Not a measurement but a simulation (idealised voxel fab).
process module | voxel wiring stack
cross-section cut | 220 nm wide | cells 5 nm
A cross-section is a grid of square cells, given in bands from the top down. A band is one or more rows of cells.
Each band's line starts with the height of the band's top and of its bottom, in nm. Then come its materials from left to right, each with its width in nm. One material with "throughout" fills the band from edge to edge. "air" is empty space.
Height 0 is the level under which the wafer as received is all one material. The lowest band goes on downwards, as in "0 down".
A width such as "30 to 40" changes by the same amount from each row of cells to the next, from the band's top row to its bottom row.
"no change" after a step means that no cell of the cross-section changed.
closed voids: empty space of 8 cells or more with no open way to the top, each as width x height at its distance from the left edge, in nm
after a step's settings: what the simulator itself notes on the step
overlay nm, on a step with a mask: how far to the right of its planned place the mask lay; to the left if negative
plan
1 op RECEIVE | material Si
2 op CONFORMAL_DEP | material SiO2 | thk nm 15
3 op CONFORMAL_DEP | material SiN | thk nm 5
4 op DIRECTIONAL_DEP | material SiO2 | thk nm 15
5 op DIRECTIONAL_DEP | material aC | thk nm 15
6 op PATTERN | tone open | mask id METAL_1 | material resist | width nm 30 | pitch nm 45 | thk nm 30 | overlay nm 0
7 op DIRECTIONAL_ETCH | etch materials aC | depth nm 15
8 op STRIP | etch materials resist
9 op DIRECTIONAL_ETCH | etch materials SiO2 | depth nm 15
10 op DIRECTIONAL_ETCH | etch materials SiN | depth nm 5
11 op STRIP | etch materials aC
12 op CONFORMAL_DEP | material TiN | thk nm 5
13 op FILL_DEP | material Cu | thk nm 5
14 op CMP | height nm 35
15 op EPI | material Ru | thk nm 5
16 op FILL_DEP | material SiCN | thk nm 5
17 op DIRECTIONAL_DEP | material SiO2 | thk nm 30
18 op DIRECTIONAL_DEP | material aC | thk nm 10
19 op PATTERN | tone open | mask id METAL_2 | material resist | width nm 30 | pitch nm 45 | thk nm 25 | overlay nm 0
20 op DIRECTIONAL_ETCH | etch materials aC | depth nm 10
21 op STRIP | etch materials resist
22 op DIRECTIONAL_ETCH | etch materials SiO2 | depth nm 20
23 op STRIP | etch materials aC
24 op DIRECTIONAL_DEP | material aC | thk nm 10
25 op PATTERN | tone open | mask id METAL_2_HOLES | material resist | width nm 15 | pitch nm 45 | thk nm 30 | overlay nm 0
26 op DIRECTIONAL_ETCH | etch materials aC | depth nm 10
27 op STRIP | etch materials resist
28 op DIRECTIONAL_ETCH | etch materials SiO2 | depth nm 10
29 op DIRECTIONAL_ETCH | etch materials SiCN | depth nm 5
30 op STRIP | etch materials aC
31 op CONFORMAL_DEP | material TiN | thk nm 5
32 op FILL_DEP | material Cu | thk nm 5
33 op CMP | height nm 75
34 op CONFORMAL_DEP | material SiCN | thk nm 5
35 op DIRECTIONAL_DEP | material lowk | thk nm 30
36 op DIRECTIONAL_DEP | material aC | thk nm 10
37 op PATTERN | tone open | mask id METAL_3_HOLES | material resist | width nm 15 | pitch nm 90 | thk nm 25 | overlay nm 0
38 op DIRECTIONAL_ETCH | etch materials aC | depth nm 10
39 op STRIP | etch materials resist
40 op DIRECTIONAL_ETCH | etch materials lowk | depth nm 30
41 op STRIP | etch materials aC
42 op PATTERN | tone open | mask id METAL_3 | material resist | width nm 30 | pitch nm 45 | thk nm 20 | overlay nm 0
43 op DIRECTIONAL_ETCH | etch materials lowk | depth nm 20
44 op DIRECTIONAL_ETCH | etch materials SiCN | depth nm 5
45 op STRIP | etch materials resist
46 op CONFORMAL_DEP | material TiN | thk nm 5
47 op FILL_DEP | material Ru | thk nm 5
48 op CMP | height nm 110
49 op CONFORMAL_DEP | material SiCN | thk nm 5
50 op DIRECTIONAL_DEP | material lowk | thk nm 15
51 op DIRECTIONAL_DEP | material aC | thk nm 15
52 op PATTERN | tone open | mask id PLUG_3 | material resist | width nm 15 | pitch nm 45 | thk nm 30 | overlay nm 0
53 op DIRECTIONAL_ETCH | etch materials aC | depth nm 15
54 op STRIP | etch materials resist
55 op DIRECTIONAL_ETCH | etch materials lowk | depth nm 15
56 op DIRECTIONAL_ETCH | etch materials SiCN | depth nm 5
57 op STRIP | etch materials aC
58 op CONFORMAL_DEP | material TiN | thk nm 5
59 op FILL_DEP | material W | thk nm 5
60 op CMP | height nm 130
61 op DIRECTIONAL_DEP | material TiN | thk nm 5
62 op DIRECTIONAL_DEP | material W | thk nm 25
63 op PATTERN | tone cover | mask id METAL_4 | material resist | width nm 30 | pitch nm 45 | thk nm 15 | overlay nm 0
64 op DIRECTIONAL_ETCH | etch materials W | depth nm 25
65 op DIRECTIONAL_ETCH | etch materials TiN | depth nm 5
66 op STRIP | etch materials resist
67 op FILL_DEP | material SiO2 | thk nm 10
68 op CMP | height nm 160
69 op CONFORMAL_DEP | material SiN | thk nm 5
first wafer, as planned
as received, after step 1
  0 down: Si throughout
  closed voids: none
after step 2
  15 to 0: SiO2 throughout
  below 0: unchanged
after step 3
  20 to 15: SiN throughout
  below 15: unchanged
after step 4
  35 to 20: SiO2 throughout
  below 20: unchanged
after step 5
  50 to 35: aC throughout
  below 35: unchanged
after step 6
  80 to 50: resist 25 | air 30 | resist 15 | air 30 | resist 15 | air 30 | resist 15 | air 30 | resist 30
  below 50: unchanged
after step 7
  65 to 50: resist 25 | air 30 | resist 15 | air 30 | resist 15 | air 30 | resist 15 | air 30 | resist 30
  50 to 35: aC 25 | air 30 | aC 15 | air 30 | aC 15 | air 30 | aC 15 | air 30 | aC 30
  below 35: unchanged
after step 8
  50 to 35: aC 25 | air 30 | aC 15 | air 30 | aC 15 | air 30 | aC 15 | air 30 | aC 30
  below 35: unchanged
after step 9
  50 to 35: aC 25 | air 30 | aC 15 | air 30 | aC 15 | air 30 | aC 15 | air 30 | aC 30
  35 to 20: SiO2 25 | air 30 | SiO2 15 | air 30 | SiO2 15 | air 30 | SiO2 15 | air 30 | SiO2 30
  below 20: unchanged
after step 10
  50 to 35: aC 25 | air 30 | aC 15 | air 30 | aC 15 | air 30 | aC 15 | air 30 | aC 30
  35 to 20: SiO2 25 | air 30 | SiO2 15 | air 30 | SiO2 15 | air 30 | SiO2 15 | air 30 | SiO2 30
  20 to 15: SiN 25 | air 30 | SiN 15 | air 30 | SiN 15 | air 30 | SiN 15 | air 30 | SiN 30
  below 15: unchanged
after step 11
  35 to 20: SiO2 25 | air 30 | SiO2 15 | air 30 | SiO2 15 | air 30 | SiO2 15 | air 30 | SiO2 30
  below 20: unchanged
after step 12
  40 to 35: TiN 30 | air 20 | TiN 25 | air 20 | TiN 25 | air 20 | TiN 25 | air 20 | TiN 35
  35 to 20: SiO2 25 | TiN 5 | air 20 | TiN 5 | SiO2 15 | TiN 5 | air 20 | TiN 5 | SiO2 15 | TiN 5 | air 20 | TiN 5 | SiO2 15 | TiN 5 | air 20 | TiN 5 | SiO2 30
  20 to 15: SiN 25 | TiN 30 | SiN 15 | TiN 30 | SiN 15 | TiN 30 | SiN 15 | TiN 30 | SiN 30
  below 15: unchanged
after step 13
  45 to 40: Cu throughout
  40 to 35: TiN 30 | Cu 20 | TiN 25 | Cu 20 | TiN 25 | Cu 20 | TiN 25 | Cu 20 | TiN 35
  35 to 20: SiO2 25 | TiN 5 | Cu 20 | TiN 5 | SiO2 15 | TiN 5 | Cu 20 | TiN 5 | SiO2 15 | TiN 5 | Cu 20 | TiN 5 | SiO2 15 | TiN 5 | Cu 20 | TiN 5 | SiO2 30
  below 20: unchanged
after step 14
  35 to 20: SiO2 25 | TiN 5 | Cu 20 | TiN 5 | SiO2 15 | TiN 5 | Cu 20 | TiN 5 | SiO2 15 | TiN 5 | Cu 20 | TiN 5 | SiO2 15 | TiN 5 | Cu 20 | TiN 5 | SiO2 30
  below 20: unchanged
after step 15
  40 to 35: air 20 | Ru 40 | air 5 | Ru 40 | air 5 | Ru 40 | air 5 | Ru 40 | air 25
  below 35: unchanged
after step 16
  45 to 40: SiCN throughout
  40 to 35: SiCN 20 | Ru 40 | SiCN 5 | Ru 40 | SiCN 5 | Ru 40 | SiCN 5 | Ru 40 | SiCN 25
  below 35: unchanged
after step 17
  75 to 45: SiO2 throughout
  below 45: unchanged
after step 18
  85 to 75: aC throughout
  below 75: unchanged
after step 19
  110 to 85: resist 25 | air 30 | resist 15 | air 30 | resist 15 | air 30 | resist 15 | air 30 | resist 30
  below 85: unchanged
after step 20
  100 to 85: resist 25 | air 30 | resist 15 | air 30 | resist 15 | air 30 | resist 15 | air 30 | resist 30
  85 to 75: aC 25 | air 30 | aC 15 | air 30 | aC 15 | air 30 | aC 15 | air 30 | aC 30
  below 75: unchanged
after step 21
  85 to 75: aC 25 | air 30 | aC 15 | air 30 | aC 15 | air 30 | aC 15 | air 30 | aC 30
  below 75: unchanged
after step 22
  85 to 75: aC 25 | air 30 | aC 15 | air 30 | aC 15 | air 30 | aC 15 | air 30 | aC 30
  75 to 55: SiO2 25 | air 30 | SiO2 15 | air 30 | SiO2 15 | air 30 | SiO2 15 | air 30 | SiO2 30
  below 55: unchanged
after step 23
  75 to 55: SiO2 25 | air 30 | SiO2 15 | air 30 | SiO2 15 | air 30 | SiO2 15 | air 30 | SiO2 30
  below 55: unchanged
after step 24
  85 to 75: aC 25 | air 30 | aC 15 | air 30 | aC 15 | air 30 | aC 15 | air 30 | aC 30
  75 to 65: SiO2 25 | air 30 | SiO2 15 | air 30 | SiO2 15 | air 30 | SiO2 15 | air 30 | SiO2 30
  65 to 55: SiO2 25 | aC 30 | SiO2 15 | aC 30 | SiO2 15 | aC 30 | SiO2 15 | aC 30 | SiO2 30
  below 55: unchanged
after step 25
  115 to 85: resist 25 | air 15 | resist 30 | air 15 | resist 30 | air 15 | resist 30 | air 15 | resist 45
  85 to 75: aC 25 | air 15 | resist 15 | aC 15 | air 15 | resist 15 | aC 15 | air 15 | resist 15 | aC 15 | air 15 | resist 15 | aC 30
  75 to 65: SiO2 25 | air 15 | resist 15 | SiO2 15 | air 15 | resist 15 | SiO2 15 | air 15 | resist 15 | SiO2 15 | air 15 | resist 15 | SiO2 30
  below 65: unchanged
after step 26
  105 to 85: resist 25 | air 15 | resist 30 | air 15 | resist 30 | air 15 | resist 30 | air 15 | resist 45
  85 to 75: aC 25 | air 15 | resist 15 | aC 15 | air 15 | resist 15 | aC 15 | air 15 | resist 15 | aC 15 | air 15 | resist 15 | aC 30
  75 to 65: SiO2 25 | air 15 | resist 15 | SiO2 15 | air 15 | resist 15 | SiO2 15 | air 15 | resist 15 | SiO2 15 | air 15 | resist 15 | SiO2 30
  65 to 55: SiO2 25 | air 15 | aC 15 | SiO2 15 | air 15 | aC 15 | SiO2 15 | air 15 | aC 15 | SiO2 15 | air 15 | aC 15 | SiO2 30
  below 55: unchanged
after step 27
  85 to 75: aC 25 | air 30 | aC 15 | air 30 | aC 15 | air 30 | aC 15 | air 30 | aC 30
  75 to 65: SiO2 25 | air 30 | SiO2 15 | air 30 | SiO2 15 | air 30 | SiO2 15 | air 30 | SiO2 30
  below 65: unchanged
after step 28
  85 to 75: aC 25 | air 30 | aC 15 | air 30 | aC 15 | air 30 | aC 15 | air 30 | aC 30
  75 to 65: SiO2 25 | air 30 | SiO2 15 | air 30 | SiO2 15 | air 30 | SiO2 15 | air 30 | SiO2 30
  65 to 55: SiO2 25 | air 15 | aC 15 | SiO2 15 | air 15 | aC 15 | SiO2 15 | air 15 | aC 15 | SiO2 15 | air 15 | aC 15 | SiO2 30
  55 to 45: SiO2 25 | air 15 | SiO2 30 | air 15 | SiO2 30 | air 15 | SiO2 30 | air 15 | SiO2 45
  below 45: unchanged
after step 29
  85 to 75: aC 25 | air 30 | aC 15 | air 30 | aC 15 | air 30 | aC 15 | air 30 | aC 30
  75 to 65: SiO2 25 | air 30 | SiO2 15 | air 30 | SiO2 15 | air 30 | SiO2 15 | air 30 | SiO2 30
  65 to 55: SiO2 25 | air 15 | aC 15 | SiO2 15 | air 15 | aC 15 | SiO2 15 | air 15 | aC 15 | SiO2 15 | air 15 | aC 15 | SiO2 30
  55 to 45: SiO2 25 | air 15 | SiO2 30 | air 15 | SiO2 30 | air 15 | SiO2 30 | air 15 | SiO2 45
  45 to 40: SiCN 25 | air 15 | SiCN 30 | air 15 | SiCN 30 | air 15 | SiCN 30 | air 15 | SiCN 45
  below 40: unchanged
after step 30
  75 to 55: SiO2 25 | air 30 | SiO2 15 | air 30 | SiO2 15 | air 30 | SiO2 15 | air 30 | SiO2 30
  below 55: unchanged
after step 31
  80 to 75: TiN 30 | air 20 | TiN 25 | air 20 | TiN 25 | air 20 | TiN 25 | air 20 | TiN 35
  75 to 60: SiO2 25 | TiN 5 | air 20 | TiN 5 | SiO2 15 | TiN 5 | air 20 | TiN 5 | SiO2 15 | TiN 5 | air 20 | TiN 5 | SiO2 15 | TiN 5 | air 20 | TiN 5 | SiO2 30
  60 to 55: SiO2 25 | TiN 5 | air 5 | TiN 20 | SiO2 15 | TiN 5 | air 5 | TiN 20 | SiO2 15 | TiN 5 | air 5 | TiN 20 | SiO2 15 | TiN 5 | air 5 | TiN 20 | SiO2 30
  55 to 45: SiO2 25 | TiN 5 | air 5 | TiN 5 | SiO2 30 | TiN 5 | air 5 | TiN 5 | SiO2 30 | TiN 5 | air 5 | TiN 5 | SiO2 30 | TiN 5 | air 5 | TiN 5 | SiO2 45
  45 to 40: SiCN 25 | TiN 15 | SiCN 30 | TiN 15 | SiCN 30 | TiN 15 | SiCN 30 | TiN 15 | SiCN 45
  below 40: unchanged
after step 32
  85 to 80: Cu throughout
  80 to 75: TiN 30 | Cu 20 | TiN 25 | Cu 20 | TiN 25 | Cu 20 | TiN 25 | Cu 20 | TiN 35
  75 to 60: SiO2 25 | TiN 5 | Cu 20 | TiN 5 | SiO2 15 | TiN 5 | Cu 20 | TiN 5 | SiO2 15 | TiN 5 | Cu 20 | TiN 5 | SiO2 15 | TiN 5 | Cu 20 | TiN 5 | SiO2 30
  60 to 55: SiO2 25 | TiN 5 | Cu 5 | TiN 20 | SiO2 15 | TiN 5 | Cu 5 | TiN 20 | SiO2 15 | TiN 5 | Cu 5 | TiN 20 | SiO2 15 | TiN 5 | Cu 5 | TiN 20 | SiO2 30
  55 to 45: SiO2 25 | TiN 5 | Cu 5 | TiN 5 | SiO2 30 | TiN 5 | Cu 5 | TiN 5 | SiO2 30 | TiN 5 | Cu 5 | TiN 5 | SiO2 30 | TiN 5 | Cu 5 | TiN 5 | SiO2 45
  below 45: unchanged
after step 33
  75 to 60: SiO2 25 | TiN 5 | Cu 20 | TiN 5 | SiO2 15 | TiN 5 | Cu 20 | TiN 5 | SiO2 15 | TiN 5 | Cu 20 | TiN 5 | SiO2 15 | TiN 5 | Cu 20 | TiN 5 | SiO2 30
  below 60: unchanged
after step 34
  80 to 75: SiCN throughout
  below 75: unchanged
after step 35
  110 to 80: lowk throughout
  below 80: unchanged
after step 36
  120 to 110: aC throughout
  below 110: unchanged
after step 37
  145 to 120: resist 25 | air 15 | resist 75 | air 15 | resist 90
  below 120: unchanged
after step 38
  135 to 120: resist 25 | air 15 | resist 75 | air 15 | resist 90
  120 to 110: aC 25 | air 15 | aC 75 | air 15 | aC 90
  below 110: unchanged
after step 39
  120 to 110: aC 25 | air 15 | aC 75 | air 15 | aC 90
  below 110: unchanged
after step 40
  120 to 110: aC 25 | air 15 | aC 75 | air 15 | aC 90
  110 to 80: lowk 25 | air 15 | lowk 75 | air 15 | lowk 90
  below 80: unchanged
after step 41
  110 to 80: lowk 25 | air 15 | lowk 75 | air 15 | lowk 90
  below 80: unchanged
after step 42
  130 to 110: resist 25 | air 30 | resist 15 | air 30 | resist 15 | air 30 | resist 15 | air 30 | resist 30
  below 110: unchanged
after step 43
  130 to 110: resist 25 | air 30 | resist 15 | air 30 | resist 15 | air 30 | resist 15 | air 30 | resist 30
  110 to 90: lowk 25 | air 30 | lowk 15 | air 30 | lowk 15 | air 30 | lowk 15 | air 30 | lowk 30
  below 90: unchanged
after step 44
  130 to 110: resist 25 | air 30 | resist 15 | air 30 | resist 15 | air 30 | resist 15 | air 30 | resist 30
  110 to 90: lowk 25 | air 30 | lowk 15 | air 30 | lowk 15 | air 30 | lowk 15 | air 30 | lowk 30
  90 to 80: lowk 25 | air 15 | lowk 75 | air 15 | lowk 90
  80 to 75: SiCN 25 | air 15 | SiCN 75 | air 15 | SiCN 90
  below 75: unchanged
after step 45
  110 to 90: lowk 25 | air 30 | lowk 15 | air 30 | lowk 15 | air 30 | lowk 15 | air 30 | lowk 30
  below 90: unchanged
after step 46
  115 to 110: TiN 30 | air 20 | TiN 25 | air 20 | TiN 25 | air 20 | TiN 25 | air 20 | TiN 35
  110 to 95: lowk 25 | TiN 5 | air 20 | TiN 5 | lowk 15 | TiN 5 | air 20 | TiN 5 | lowk 15 | TiN 5 | air 20 | TiN 5 | lowk 15 | TiN 5 | air 20 | TiN 5 | lowk 30
  95 to 90: lowk 25 | TiN 5 | air 5 | TiN 20 | lowk 15 | TiN 30 | lowk 15 | TiN 5 | air 5 | TiN 20 | lowk 15 | TiN 30 | lowk 30
  90 to 80: lowk 25 | TiN 5 | air 5 | TiN 5 | lowk 75 | TiN 5 | air 5 | TiN 5 | lowk 90
  80 to 75: SiCN 25 | TiN 15 | SiCN 75 | TiN 15 | SiCN 90
  below 75: unchanged
after step 47
  120 to 115: Ru throughout
  115 to 110: TiN 30 | Ru 20 | TiN 25 | Ru 20 | TiN 25 | Ru 20 | TiN 25 | Ru 20 | TiN 35
  110 to 95: lowk 25 | TiN 5 | Ru 20 | TiN 5 | lowk 15 | TiN 5 | Ru 20 | TiN 5 | lowk 15 | TiN 5 | Ru 20 | TiN 5 | lowk 15 | TiN 5 | Ru 20 | TiN 5 | lowk 30
  95 to 90: lowk 25 | TiN 5 | Ru 5 | TiN 20 | lowk 15 | TiN 30 | lowk 15 | TiN 5 | Ru 5 | TiN 20 | lowk 15 | TiN 30 | lowk 30
  90 to 80: lowk 25 | TiN 5 | Ru 5 | TiN 5 | lowk 75 | TiN 5 | Ru 5 | TiN 5 | lowk 90
  below 80: unchanged
after step 48
  110 to 95: lowk 25 | TiN 5 | Ru 20 | TiN 5 | lowk 15 | TiN 5 | Ru 20 | TiN 5 | lowk 15 | TiN 5 | Ru 20 | TiN 5 | lowk 15 | TiN 5 | Ru 20 | TiN 5 | lowk 30
  below 95: unchanged
after step 49
  115 to 110: SiCN throughout
  below 110: unchanged
after step 50
  130 to 115: lowk throughout
  below 115: unchanged
after step 51
  145 to 130: aC throughout
  below 130: unchanged
after step 52
  175 to 145: resist 25 | air 15 | resist 30 | air 15 | resist 30 | air 15 | resist 30 | air 15 | resist 45
  below 145: unchanged
after step 53
  160 to 145: resist 25 | air 15 | resist 30 | air 15 | resist 30 | air 15 | resist 30 | air 15 | resist 45
  145 to 130: aC 25 | air 15 | aC 30 | air 15 | aC 30 | air 15 | aC 30 | air 15 | aC 45
  below 130: unchanged
after step 54
  145 to 130: aC 25 | air 15 | aC 30 | air 15 | aC 30 | air 15 | aC 30 | air 15 | aC 45
  below 130: unchanged
after step 55
  145 to 130: aC 25 | air 15 | aC 30 | air 15 | aC 30 | air 15 | aC 30 | air 15 | aC 45
  130 to 115: lowk 25 | air 15 | lowk 30 | air 15 | lowk 30 | air 15 | lowk 30 | air 15 | lowk 45
  below 115: unchanged
after step 56
  145 to 130: aC 25 | air 15 | aC 30 | air 15 | aC 30 | air 15 | aC 30 | air 15 | aC 45
  130 to 115: lowk 25 | air 15 | lowk 30 | air 15 | lowk 30 | air 15 | lowk 30 | air 15 | lowk 45
  115 to 110: SiCN 25 | air 15 | SiCN 30 | air 15 | SiCN 30 | air 15 | SiCN 30 | air 15 | SiCN 45
  below 110: unchanged
after step 57
  130 to 115: lowk 25 | air 15 | lowk 30 | air 15 | lowk 30 | air 15 | lowk 30 | air 15 | lowk 45
  below 115: unchanged
after step 58
  135 to 130: TiN 30 | air 5 | TiN 40 | air 5 | TiN 40 | air 5 | TiN 40 | air 5 | TiN 50
  130 to 115: lowk 25 | TiN 5 | air 5 | TiN 5 | lowk 30 | TiN 5 | air 5 | TiN 5 | lowk 30 | TiN 5 | air 5 | TiN 5 | lowk 30 | TiN 5 | air 5 | TiN 5 | lowk 45
  115 to 110: SiCN 25 | TiN 15 | SiCN 30 | TiN 15 | SiCN 30 | TiN 15 | SiCN 30 | TiN 15 | SiCN 45
  below 110: unchanged
after step 59
  140 to 135: W throughout
  135 to 130: TiN 30 | W 5 | TiN 40 | W 5 | TiN 40 | W 5 | TiN 40 | W 5 | TiN 50
  130 to 115: lowk 25 | TiN 5 | W 5 | TiN 5 | lowk 30 | TiN 5 | W 5 | TiN 5 | lowk 30 | TiN 5 | W 5 | TiN 5 | lowk 30 | TiN 5 | W 5 | TiN 5 | lowk 45
  below 115: unchanged
after step 60
  130 to 115: lowk 25 | TiN 5 | W 5 | TiN 5 | lowk 30 | TiN 5 | W 5 | TiN 5 | lowk 30 | TiN 5 | W 5 | TiN 5 | lowk 30 | TiN 5 | W 5 | TiN 5 | lowk 45
  below 115: unchanged
after step 61
  135 to 130: TiN throughout
  below 130: unchanged
after step 62
  160 to 135: W throughout
  below 135: unchanged
after step 63
  175 to 160: air 25 | resist 30 | air 15 | resist 30 | air 15 | resist 30 | air 15 | resist 30 | air 30
  below 160: unchanged
after step 64
  175 to 160: air 25 | resist 30 | air 15 | resist 30 | air 15 | resist 30 | air 15 | resist 30 | air 30
  160 to 135: air 25 | W 30 | air 15 | W 30 | air 15 | W 30 | air 15 | W 30 | air 30
  below 135: unchanged
after step 65
  175 to 160: air 25 | resist 30 | air 15 | resist 30 | air 15 | resist 30 | air 15 | resist 30 | air 30
  160 to 135: air 25 | W 30 | air 15 | W 30 | air 15 | W 30 | air 15 | W 30 | air 30
  135 to 130: air 25 | TiN 30 | air 15 | TiN 30 | air 15 | TiN 30 | air 15 | TiN 30 | air 30
  below 130: unchanged
after step 66
  160 to 135: air 25 | W 30 | air 15 | W 30 | air 15 | W 30 | air 15 | W 30 | air 30
  below 135: unchanged
after step 67
  170 to 160: SiO2 throughout
  160 to 135: SiO2 25 | W 30 | SiO2 15 | W 30 | SiO2 15 | W 30 | SiO2 15 | W 30 | SiO2 30
  135 to 130: SiO2 25 | TiN 30 | SiO2 15 | TiN 30 | SiO2 15 | TiN 30 | SiO2 15 | TiN 30 | SiO2 30
  below 130: unchanged
after step 68
  160 to 135: SiO2 25 | W 30 | SiO2 15 | W 30 | SiO2 15 | W 30 | SiO2 15 | W 30 | SiO2 30
  below 135: unchanged
after step 69
  165 to 160: SiN throughout
  below 160: unchanged
second wafer: like start, like plan, one mistake. Through step 45 it matches the first wafer
when step 46 should have ended
  115 to 110: SiN 30 | air 20 | SiN 25 | air 20 | SiN 25 | air 20 | SiN 25 | air 20 | SiN 35
  110 to 95: lowk 25 | SiN 5 | air 20 | SiN 5 | lowk 15 | SiN 5 | air 20 | SiN 5 | lowk 15 | SiN 5 | air 20 | SiN 5 | lowk 15 | SiN 5 | air 20 | SiN 5 | lowk 30
  95 to 90: lowk 25 | SiN 5 | air 5 | SiN 20 | lowk 15 | SiN 30 | lowk 15 | SiN 5 | air 5 | SiN 20 | lowk 15 | SiN 30 | lowk 30
  90 to 80: lowk 25 | SiN 5 | air 5 | SiN 5 | lowk 75 | SiN 5 | air 5 | SiN 5 | lowk 90
  80 to 75: SiCN 25 | SiN 15 | SiCN 75 | SiN 15 | SiCN 90
  below 75: unchanged
when step 47 should have ended
  120 to 115: Ru throughout
  115 to 110: SiN 30 | Ru 20 | SiN 25 | Ru 20 | SiN 25 | Ru 20 | SiN 25 | Ru 20 | SiN 35
  110 to 95: lowk 25 | SiN 5 | Ru 20 | SiN 5 | lowk 15 | SiN 5 | Ru 20 | SiN 5 | lowk 15 | SiN 5 | Ru 20 | SiN 5 | lowk 15 | SiN 5 | Ru 20 | SiN 5 | lowk 30
  95 to 90: lowk 25 | SiN 5 | Ru 5 | SiN 20 | lowk 15 | SiN 30 | lowk 15 | SiN 5 | Ru 5 | SiN 20 | lowk 15 | SiN 30 | lowk 30
  90 to 80: lowk 25 | SiN 5 | Ru 5 | SiN 5 | lowk 75 | SiN 5 | Ru 5 | SiN 5 | lowk 90
  below 80: unchanged
when step 48 should have ended
  110 to 95: lowk 25 | SiN 5 | Ru 20 | SiN 5 | lowk 15 | SiN 5 | Ru 20 | SiN 5 | lowk 15 | SiN 5 | Ru 20 | SiN 5 | lowk 15 | SiN 5 | Ru 20 | SiN 5 | lowk 30
  below 95: unchanged
when step 49 should have ended
  115 to 110: SiCN throughout
  below 110: unchanged
when step 50 should have ended
  130 to 115: lowk throughout
  below 115: unchanged
when step 51 should have ended
  145 to 130: aC throughout
  below 130: unchanged
when step 52 should have ended
  175 to 145: resist 25 | air 15 | resist 30 | air 15 | resist 30 | air 15 | resist 30 | air 15 | resist 45
  below 145: unchanged
when step 53 should have ended
  160 to 145: resist 25 | air 15 | resist 30 | air 15 | resist 30 | air 15 | resist 30 | air 15 | resist 45
  145 to 130: aC 25 | air 15 | aC 30 | air 15 | aC 30 | air 15 | aC 30 | air 15 | aC 45
  below 130: unchanged
when step 54 should have ended
  145 to 130: aC 25 | air 15 | aC 30 | air 15 | aC 30 | air 15 | aC 30 | air 15 | aC 45
  below 130: unchanged
when step 55 should have ended
  145 to 130: aC 25 | air 15 | aC 30 | air 15 | aC 30 | air 15 | aC 30 | air 15 | aC 45
  130 to 115: lowk 25 | air 15 | lowk 30 | air 15 | lowk 30 | air 15 | lowk 30 | air 15 | lowk 45
  below 115: unchanged
when step 56 should have ended
  145 to 130: aC 25 | air 15 | aC 30 | air 15 | aC 30 | air 15 | aC 30 | air 15 | aC 45
  130 to 115: lowk 25 | air 15 | lowk 30 | air 15 | lowk 30 | air 15 | lowk 30 | air 15 | lowk 45
  115 to 110: SiCN 25 | air 15 | SiCN 30 | air 15 | SiCN 30 | air 15 | SiCN 30 | air 15 | SiCN 45
  below 110: unchanged
when step 57 should have ended
  130 to 115: lowk 25 | air 15 | lowk 30 | air 15 | lowk 30 | air 15 | lowk 30 | air 15 | lowk 45
  below 115: unchanged
when step 58 should have ended
  135 to 130: TiN 30 | air 5 | TiN 40 | air 5 | TiN 40 | air 5 | TiN 40 | air 5 | TiN 50
  130 to 115: lowk 25 | TiN 5 | air 5 | TiN 5 | lowk 30 | TiN 5 | air 5 | TiN 5 | lowk 30 | TiN 5 | air 5 | TiN 5 | lowk 30 | TiN 5 | air 5 | TiN 5 | lowk 45
  115 to 110: SiCN 25 | TiN 15 | SiCN 30 | TiN 15 | SiCN 30 | TiN 15 | SiCN 30 | TiN 15 | SiCN 45
  below 110: unchanged
when step 59 should have ended
  140 to 135: W throughout
  135 to 130: TiN 30 | W 5 | TiN 40 | W 5 | TiN 40 | W 5 | TiN 40 | W 5 | TiN 50
  130 to 115: lowk 25 | TiN 5 | W 5 | TiN 5 | lowk 30 | TiN 5 | W 5 | TiN 5 | lowk 30 | TiN 5 | W 5 | TiN 5 | lowk 30 | TiN 5 | W 5 | TiN 5 | lowk 45
  below 115: unchanged
when step 60 should have ended
  130 to 115: lowk 25 | TiN 5 | W 5 | TiN 5 | lowk 30 | TiN 5 | W 5 | TiN 5 | lowk 30 | TiN 5 | W 5 | TiN 5 | lowk 30 | TiN 5 | W 5 | TiN 5 | lowk 45
  below 115: unchanged
when step 61 should have ended
  135 to 130: TiN throughout
  below 130: unchanged
when step 62 should have ended
  160 to 135: W throughout
  below 135: unchanged
when step 63 should have ended
  175 to 160: air 25 | resist 30 | air 15 | resist 30 | air 15 | resist 30 | air 15 | resist 30 | air 30
  below 160: unchanged
when step 64 should have ended
  175 to 160: air 25 | resist 30 | air 15 | resist 30 | air 15 | resist 30 | air 15 | resist 30 | air 30
  160 to 135: air 25 | W 30 | air 15 | W 30 | air 15 | W 30 | air 15 | W 30 | air 30
  below 135: unchanged
when step 65 should have ended
  175 to 160: air 25 | resist 30 | air 15 | resist 30 | air 15 | resist 30 | air 15 | resist 30 | air 30
  160 to 135: air 25 | W 30 | air 15 | W 30 | air 15 | W 30 | air 15 | W 30 | air 30
  135 to 130: air 25 | TiN 30 | air 15 | TiN 30 | air 15 | TiN 30 | air 15 | TiN 30 | air 30
  below 130: unchanged
when step 66 should have ended
  160 to 135: air 25 | W 30 | air 15 | W 30 | air 15 | W 30 | air 15 | W 30 | air 30
  below 135: unchanged
when step 67 should have ended
  170 to 160: SiO2 throughout
  160 to 135: SiO2 25 | W 30 | SiO2 15 | W 30 | SiO2 15 | W 30 | SiO2 15 | W 30 | SiO2 30
  135 to 130: SiO2 25 | TiN 30 | SiO2 15 | TiN 30 | SiO2 15 | TiN 30 | SiO2 15 | TiN 30 | SiO2 30
  below 130: unchanged
when step 68 should have ended
  160 to 135: SiO2 25 | W 30 | SiO2 15 | W 30 | SiO2 15 | W 30 | SiO2 15 | W 30 | SiO2 30
  below 135: unchanged
when step 69 should have ended
  165 to 160: SiN throughout
  below 160: unchanged
what went wrong: step 46 ran as: op CONFORMAL_DEP | material SiN | thk nm 5
at the end the second wafer has, in cells: 60 more of SiN | 60 fewer of TiN
